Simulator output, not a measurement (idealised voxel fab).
The document below concerns the process module designated voxel capacitor over wiring.
Shown is cross-section cut, with a width of 275 nm and square cells of size 5 nm.
Format of a cross-section: grid, square cells. Given as bands. Order: top down. Band: one or more rows of cells.
It is stipulated that each band's entry specify, in nanometres, the height of the top of the band and then that of its bottom, followed by the materials of the band in left-to-right sequence, each together with its width in nanometres. A single material marked by the word "full width" is understood to fill the band from edge to edge; the word "blank" is understood to denote empty space.
Note: height 0 marks the level under which the wafer is uniformly one material as received. Lowest band unbounded below, written "0 down".
Top row gets the first number, bottom row gets the second, and each row in between changes by the same step: that is how a band width like "30..40" works.
It should be understood that the words "remains unaltered", when stated for a given step, signify that the cross-section underwent no change in any of its cells during that step.
Under "Completely enclosed voids" you'll find the enclosed gaps, the ones with no way out to the top, that are 8 cells or bigger; each reads width x height at distance, with distance counted from the left edge, everything in nm.
On a step's line, text after the settings is the simulator commenting on that step.
A step line may carry the setting "overlay nm", which, for steps involving a mask, states the distance by which the mask lay to the right of its intended position; negative values denote displacement to the left.

### Process steps (planned)
step 1: RECEIVE, material Si
step 2: CONFORMAL_DEP, material SiO2, thk nm 15
step 3: DIRECTIONAL_DEP, material TiN, thk nm 5
step 4: DIRECTIONAL_DEP, material Ru, thk nm 20
step 5: MASKED_ETCH, tone cover, mask id METAL_1, width nm 20, pitch nm 90, etch materials Ru, depth nm 20, overlay nm 0
step 6: MASKED_ETCH, tone cover, mask id METAL_1, width nm 20, pitch nm 90, etch materials TiN, depth nm 5, overlay nm 0
step 7: FILL_DEP, material SiO2, thk nm 5
step 8: CMP, height nm 40
step 9: CONFORMAL_DEP, material SiCN, thk nm 5
step 10: DIRECTIONAL_DEP, material lowk, thk nm 20
step 11: PATTERN, tone open, mask id PLUG_1, material resist, width nm 15, thk nm 20, overlay nm 0
step 12: DIRECTIONAL_ETCH, etch materials lowk, depth nm 20
step 13: DIRECTIONAL_ETCH, etch materials SiCN, depth nm 5
step 14: STRIP, etch materials resist
step 15: CONFORMAL_DEP, material TiN, thk nm 5
step 16: FILL_DEP, material Cu, thk nm 10
step 17: CMP, height nm 65
step 18: DIRECTIONAL_DEP, material TiN, thk nm 10
step 19: DIRECTIONAL_DEP, material SiN, thk nm 5
step 20: DIRECTIONAL_DEP, material TiN, thk nm 5
step 21: MASKED_ETCH, tone cover, mask id UPPER_PLATE, width nm 75, etch materials TiN, depth nm 5, overlay nm 0
step 22: MASKED_ETCH, tone cover, mask id UPPER_PLATE, width nm 75, etch materials SiN, depth nm 5, overlay nm 0
step 23: MASKED_ETCH, tone cover, mask id LOWER_PLATE, width nm 85, etch materials TiN, depth nm 10, overlay nm 0
step 24: FILL_DEP, material SiO2, thk nm 15
step 25: CMP, height nm 95
step 26: PATTERN, tone open, mask id PLUG_2, material resist, width nm 15, thk nm 20, overlay nm 0
step 27: DIRECTIONAL_ETCH, etch materials SiO2, depth nm 10
step 28: STRIP, etch materials resist
step 29: CONFORMAL_DEP, material TiN, thk nm 5
step 30: FILL_DEP, material W, thk nm 5
step 31: CMP, height nm 95
step 32: CONFORMAL_DEP, material SiCN, thk nm 5

### The first of two wafers, run as planned

### Wafer as received: cross-section following step 1
> 0 down  Si full width
> Completely enclosed voids: none

### Sectional view: wafer, after step 2
> 15 to 0  SiO2 full width
> Whatever lies below 0 is exactly as it was before.

### Sectional view: wafer, after step 3
> 20 to 15  TiN full width
> Whatever lies below 15 is exactly as it was before.

### Sectional view: wafer, after step 4
> 40 to 20  Ru full width
> Whatever lies below 20 is exactly as it was before.

### Sectional view: wafer, after step 5
> 40 to 20  blank=80 | Ru=20 | blank=70 | Ru=20 | blank=85
> Whatever lies below 20 is exactly as it was before.

### Sectional view: wafer, after step 6
> 40 to 20  blank=80 | Ru=20 | blank=70 | Ru=20 | blank=85
> 20 to 15  blank=80 | TiN=20 | blank=70 | TiN=20 | blank=85
> Whatever lies below 15 is exactly as it was before.

### Sectional view: wafer, after step 7
> 45 to 40  SiO2 full width
> 40 to 20  SiO2=80 | Ru=20 | SiO2=70 | Ru=20 | SiO2=85
> 20 to 15  SiO2=80 | TiN=20 | SiO2=70 | TiN=20 | SiO2=85
> Whatever lies below 15 is exactly as it was before.

### Sectional view: wafer, after step 8
> 40 to 20  SiO2=80 | Ru=20 | SiO2=70 | Ru=20 | SiO2=85
> Whatever lies below 20 is exactly as it was before.

### Sectional view: wafer, after step 9
> 45 to 40  SiCN full width
> Whatever lies below 40 is exactly as it was before.

### Sectional view: wafer, after step 10
> 65 to 45  lowk full width
> Whatever lies below 45 is exactly as it was before.

### Sectional view: wafer, after step 11
> 85 to 65  resist=85 | blank=15 | resist=175
> Whatever lies below 65 is exactly as it was before.

### Sectional view: wafer, after step 12
> 85 to 65  resist=85 | blank=15 | resist=175
> 65 to 45  lowk=85 | blank=15 | lowk=175
> Whatever lies below 45 is exactly as it was before.

### Sectional view: wafer, after step 13
> 85 to 65  resist=85 | blank=15 | resist=175
> 65 to 45  lowk=85 | blank=15 | lowk=175
> 45 to 40  SiCN=85 | blank=15 | SiCN=175
> Whatever lies below 40 is exactly as it was before.

### Sectional view: wafer, after step 14
> 65 to 45  lowk=85 | blank=15 | lowk=175
> Whatever lies below 45 is exactly as it was before.

### Sectional view: wafer, after step 15
> 70 to 65  TiN=90 | blank=5 | TiN=180
> 65 to 45  lowk=85 | TiN=5 | blank=5 | TiN=5 | lowk=175
> 45 to 40  SiCN=85 | TiN=15 | SiCN=175
> Whatever lies below 40 is exactly as it was before.

### Sectional view: wafer, after step 16
> 80 to 70  Cu full width
> 70 to 65  TiN=90 | Cu=5 | TiN=180
> 65 to 45  lowk=85 | TiN=5 | Cu=5 | TiN=5 | lowk=175
> Whatever lies below 45 is exactly as it was before.

### Sectional view: wafer, after step 17
> 65 to 45  lowk=85 | TiN=5 | Cu=5 | TiN=5 | lowk=175
> Whatever lies below 45 is exactly as it was before.

### Sectional view: wafer, after step 18
> 75 to 65  TiN full width
> Whatever lies below 65 is exactly as it was before.

### Sectional view: wafer, after step 19
> 80 to 75  SiN full width
> Whatever lies below 75 is exactly as it was before.

### Sectional view: wafer, after step 20
> 85 to 80  TiN full width
> Whatever lies below 80 is exactly as it was before.

### Sectional view: wafer, after step 21
> 85 to 80  blank=85 | TiN=75 | blank=115
> Whatever lies below 80 is exactly as it was before.

### Sectional view: wafer, after step 22
> 85 to 80  blank=85 | TiN=75 | blank=115
> 80 to 75  blank=85 | SiN=75 | blank=115
> Whatever lies below 75 is exactly as it was before.

### Sectional view: wafer, after step 23
> 85 to 80  blank=85 | TiN=75 | blank=115
> 80 to 75  blank=85 | SiN=75 | blank=115
> 75 to 65  blank=80 | TiN=85 | blank=110
> Whatever lies below 65 is exactly as it was before.

### Sectional view: wafer, after step 24
> 100 to 85  SiO2 full width
> 85 to 80  SiO2=85 | TiN=75 | SiO2=115
> 80 to 75  SiO2=85 | SiN=75 | SiO2=115
> 75 to 65  SiO2=80 | TiN=85 | SiO2=110
> Whatever lies below 65 is exactly as it was before.

### Sectional view: wafer, after step 25
> 95 to 85  SiO2 full width
> Whatever lies below 85 is exactly as it was before.

### Sectional view: wafer, after step 26
> 115 to 95  resist=95 | blank=15 | resist=165
> Whatever lies below 95 is exactly as it was before.

### Sectional view: wafer, after step 27
> 115 to 95  resist=95 | blank=15 | resist=165
> 95 to 85  SiO2=95 | blank=15 | SiO2=165
> Whatever lies below 85 is exactly as it was before.

### Sectional view: wafer, after step 28
> 95 to 85  SiO2=95 | blank=15 | SiO2=165
> Whatever lies below 85 is exactly as it was before.

### Sectional view: wafer, after step 29
> 100 to 95  TiN=100 | blank=5 | TiN=170
> 95 to 90  SiO2=95 | TiN=5 | blank=5 | TiN=5 | SiO2=165
> 90 to 80  SiO2=95..85 | TiN=15..75 | SiO2=165..115
> Whatever lies below 80 is exactly as it was before.

### Sectional view: wafer, after step 30
> 105 to 100  W full width
> 100 to 95  TiN=100 | W=5 | TiN=170
> 95 to 90  SiO2=95 | TiN=5 | W=5 | TiN=5 | SiO2=165
> Whatever lies below 90 is exactly as it was before.

### Sectional view: wafer, after step 31
> 95 to 90  SiO2=95 | TiN=5 | W=5 | TiN=5 | SiO2=165
> Whatever lies below 90 is exactly as it was before.

### Sectional view: wafer, after step 32
> 100 to 95  SiCN full width
> Whatever lies below 95 is exactly as it was before.

### Second Wafer (Identical Start and Plan, One Processing Error; Matches First Wafer Through Step 19)

when step 20 should have ended: remains unaltered

when step 21 should have ended: remains unaltered

### when step 22 should have ended
> 80 to 75  blank=85 | SiN=75 | blank=115
> Whatever lies below 75 is exactly as it was before.

### when step 23 should have ended
> 80 to 75  blank=85 | SiN=75 | blank=115
> 75 to 65  blank=80 | TiN=85 | blank=110
> Whatever lies below 65 is exactly as it was before.

### when step 24 should have ended
> 95 to 80  SiO2 full width
> 80 to 75  SiO2=85 | SiN=75 | SiO2=115
> 75 to 65  SiO2=80 | TiN=85 | SiO2=110
> Whatever lies below 65 is exactly as it was before.

when step 25 should have ended: remains unaltered

### when step 26 should have ended
> 115 to 95  resist=95 | blank=15 | resist=165
> Whatever lies below 95 is exactly as it was before.

### when step 27 should have ended
> 115 to 95  resist=95 | blank=15 | resist=165
> 95 to 85  SiO2=95 | blank=15 | SiO2=165
> Whatever lies below 85 is exactly as it was before.

### when step 28 should have ended
> 95 to 85  SiO2=95 | blank=15 | SiO2=165
> Whatever lies below 85 is exactly as it was before.

### when step 29 should have ended
> 100 to 95  TiN=100 | blank=5 | TiN=170
> 95 to 90  SiO2=95 | TiN=5 | blank=5 | TiN=5 | SiO2=165
> 90 to 85  SiO2=95 | TiN=15 | SiO2=165
> Whatever lies below 85 is exactly as it was before.

### when step 30 should have ended
> 105 to 100  W full width
> 100 to 95  TiN=100 | W=5 | TiN=170
> 95 to 90  SiO2=95 | TiN=5 | W=5 | TiN=5 | SiO2=165
> Whatever lies below 90 is exactly as it was before.

### when step 31 should have ended
> 95 to 90  SiO2=95 | TiN=5 | W=5 | TiN=5 | SiO2=165
> Whatever lies below 90 is exactly as it was before.

### when step 32 should have ended
> 100 to 95  SiCN full width
> Whatever lies below 95 is exactly as it was before.
Processing error: step 20 was left out
At the finish, the second wafer shows more or fewer cells for some materials than the first does: SiO2: 15 more | TiN: 15 fewer
